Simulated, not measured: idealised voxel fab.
Process module name: voxel transistor to metal
Each square cell in cross-section cut measures 5 nm, and the section as a whole is 150 nm wide.
Cross-section, as written here: a square-cell grid given band by band from the top down, where a band holds one or more rows of cells.
Basically the band line says how high the top is and how high the bottom is, in nm, and then what's in it from left to right, every material with its width in nm. Empty space shows up as "empty", and if a single material carries "everywhere" it runs the full band edge to edge.
Heights are expressed relative to 0, this being the level below which the as-received wafer comprises one material exclusively. The lowest band is unbounded in the downward direction and is denoted as in "from 0 down".
The expression "30 to 40" gives the width at the extremes of the band, the first number at its top row of cells and the second at its bottom row, with the width changing by equal amounts from each row to the next in between.
When a step is marked "no alterations made", none of the cells in the cross-section changed during that step.
Reported under the label "Closed void listing" are the empty spaces having no open way to the top and comprising 8 cells or more; the notation for each is width x height at distance, in which the distance is measured from the left edge and all three values are in nm.
What comes after the settings on a step's line is commentary from the simulator itself on that step.
overlay nm: mask offset rightward from planned place, masked step; negative means leftward offset.

# The planned process steps are enumerated hereunder
step 1: RECEIVE with material Si
step 2: OXIDIZE with depth nm 5
step 3: CONFORMAL_DEP with material SiN, thk nm 10
step 4: MASKED_ETCH with tone cover, mask id ACTIVE, width nm 105, etch materials SiN, depth nm 10, overlay nm 0
step 5: MASKED_ETCH with tone cover, mask id ACTIVE, width nm 105, etch materials SiO2, depth nm 5, overlay nm 0
step 6: MASKED_ETCH with tone cover, mask id ACTIVE, width nm 105, etch materials Si, depth nm 25, overlay nm 0
step 7: FILL_DEP with material SiO2, thk nm 15
step 8: CMP with height nm 10
step 9: SELECTIVE_ETCH with etch materials SiO2, depth nm 10
step 10: STRIP with etch materials SiN
step 11: SELECTIVE_ETCH with etch materials SiO2, depth nm 5
step 12: OXIDIZE with depth nm 5
step 13: DIRECTIONAL_DEP with material polySi, thk nm 20
step 14: DIRECTIONAL_DEP with material SiCN, thk nm 10
step 15: PATTERN with tone cover, mask id GATE, material resist, width nm 15, thk nm 15, overlay nm 0
step 16: DIRECTIONAL_ETCH with etch materials SiCN, depth nm 20
step 17: DIRECTIONAL_ETCH with etch materials polySi, depth nm 30
step 18: STRIP with etch materials resist
step 19: CONFORMAL_DEP with material SiO2, thk nm 5
step 20: DIRECTIONAL_ETCH with etch materials SiO2, depth nm 5
step 21: CONFORMAL_DEP with material SiN, thk nm 10
step 22: DIRECTIONAL_ETCH with etch materials SiN, depth nm 10
step 23: DIRECTIONAL_ETCH with etch materials SiO2, depth nm 5
step 24: DIRECTIONAL_ETCH with etch materials Si, depth nm 5
step 25: EPI with material SiGe, thk nm 5
step 26: FILL_DEP with material SiO2, thk nm 5
step 27: CMP with height nm 25
step 28: DIRECTIONAL_DEP with material SiO2, thk nm 10
step 29: DIRECTIONAL_DEP with material aC, thk nm 15
step 30: PATTERN with tone open, mask id CONTACT, material resist, width nm 30, pitch nm 55, thk nm 35, overlay nm 0
step 31: DIRECTIONAL_ETCH with etch materials aC, depth nm 15
step 32: STRIP with etch materials resist
step 33: DIRECTIONAL_ETCH with etch materials SiO2, depth nm 45
step 34: STRIP with etch materials aC
step 35: CONFORMAL_DEP with material TiN, thk nm 5
step 36: FILL_DEP with material W, thk nm 5
step 37: CMP with height nm 35
step 38: DIRECTIONAL_DEP with material TiN, thk nm 5
step 39: DIRECTIONAL_DEP with material Ru, thk nm 15
step 40: PATTERN with tone cover, mask id METAL_1, material resist, width nm 15, pitch nm 70, thk nm 20, overlay nm 0
step 41: DIRECTIONAL_ETCH with etch materials Ru, depth nm 15
step 42: DIRECTIONAL_ETCH with etch materials TiN, depth nm 5
step 43: STRIP with etch materials resist
step 44: CONFORMAL_DEP with material SiCN, thk nm 5
step 45: FILL_DEP with material lowk, thk nm 10
step 46: CMP with height nm 55
step 47: CONFORMAL_DEP with material SiCN, thk nm 5
step 48: DIRECTIONAL_DEP with material SiO2, thk nm 35
step 49: PATTERN with tone open, mask id METAL_2, material resist, width nm 15, pitch nm 70, thk nm 20, overlay nm 0
step 50: DIRECTIONAL_ETCH with etch materials SiO2, depth nm 20
step 51: STRIP with etch materials resist
step 52: DIRECTIONAL_DEP with material aC, thk nm 10
step 53: PATTERN with tone open, mask id METAL_2_HOLES, material resist, width nm 15, pitch nm 70, thk nm 30, overlay nm 0
step 54: DIRECTIONAL_ETCH with etch materials aC, depth nm 10
step 55: STRIP with etch materials resist
step 56: DIRECTIONAL_ETCH with etch materials SiO2, depth nm 15
step 57: DIRECTIONAL_ETCH with etch materials SiCN, depth nm 5
step 58: STRIP with etch materials aC
step 59: CONFORMAL_DEP with material TiN, thk nm 5
step 60: FILL_DEP with material Cu, thk nm 5
step 61: CMP with height nm 95
step 62: CONFORMAL_DEP with material SiCN, thk nm 5

# Step 1 complete: cross-section of the wafer as received
> from 0 down: Si everywhere
> Closed void listing: none

# Module complete, cross-section. Starting point and plan per above. One mistake made in running the module
> from 100 to 95: SiCN everywhere
> from 95 to 85: 20 nm SiO2  5 nm TiN  15 nm Cu  5 nm TiN  45 nm SiO2  5 nm TiN  15 nm Cu  5 nm TiN  35 nm SiO2
> from 85 to 80: 20 nm SiO2  5 nm TiN  5 nm Cu  15 nm TiN  45 nm SiO2  5 nm TiN  5 nm Cu  15 nm TiN  35 nm SiO2
> from 80 to 75: 20 nm SiO2  15 nm TiN  55 nm SiO2  15 nm TiN  45 nm SiO2
> from 75 to 60: 30 nm SiO2  5 nm TiN  65 nm SiO2  5 nm TiN  45 nm SiO2
> from 60 to 55: 30 nm SiCN  5 nm TiN  65 nm SiCN  5 nm TiN  45 nm SiCN
> from 55 to 40: 25 nm lowk  5 nm SiCN  15 nm Ru  5 nm SiCN  45 nm lowk  5 nm SiCN  15 nm Ru  5 nm SiCN  30 nm lowk
> from 40 to 35: 30 nm SiCN  15 nm TiN  55 nm SiCN  15 nm TiN  35 nm SiCN
> from 35 to 25: 30 nm SiO2  5 nm TiN  20 to 10 nm W  5 to 15 nm TiN  25 nm SiO2  5 to 15 nm TiN  20 to 10 nm W  5 nm TiN  35 nm SiO2
> from 25 to 15: 30 nm SiO2  5 nm TiN  10 nm W  5 nm TiN  10 nm SiN  5 nm SiO2  15 nm SiCN  5 nm SiO2  10 nm SiN  5 nm TiN  10 nm W  5 nm TiN  35 nm SiO2
> from 15 to 0: 30 nm SiO2  5 nm TiN  10 nm W  5 nm TiN  10 nm SiN  5 nm SiO2  15 nm polySi  5 nm SiO2  10 nm SiN  5 nm TiN  10 nm W  5 nm TiN  35 nm SiO2
> from 0 to -5: 30 nm SiO2  5 nm TiN  5 nm W  10 nm TiN  10 nm SiN  5 nm SiO2  15 nm polySi  5 nm SiO2  10 nm SiN  10 nm TiN  5 nm W  5 nm TiN  35 nm SiO2
> from -5 to -10: 30 nm SiO2  15 nm TiN  5 nm SiGe  45 nm SiO2  5 nm SiGe  15 nm TiN  35 nm SiO2
> from -10 to -15: 20 nm SiO2  30 nm SiGe  45 nm Si  30 nm SiGe  25 nm SiO2
> from -15 to -30: 20 nm SiO2  105 nm Si  25 nm SiO2
> from -30 down: Si everywhere
> Closed void listing: none
Want to know what went wrong? step 49 deviated from plan and actually ran as PATTERN with tone open, mask id METAL_2, material resist, width nm 15, pitch nm 70, thk nm 20, overlay nm -10
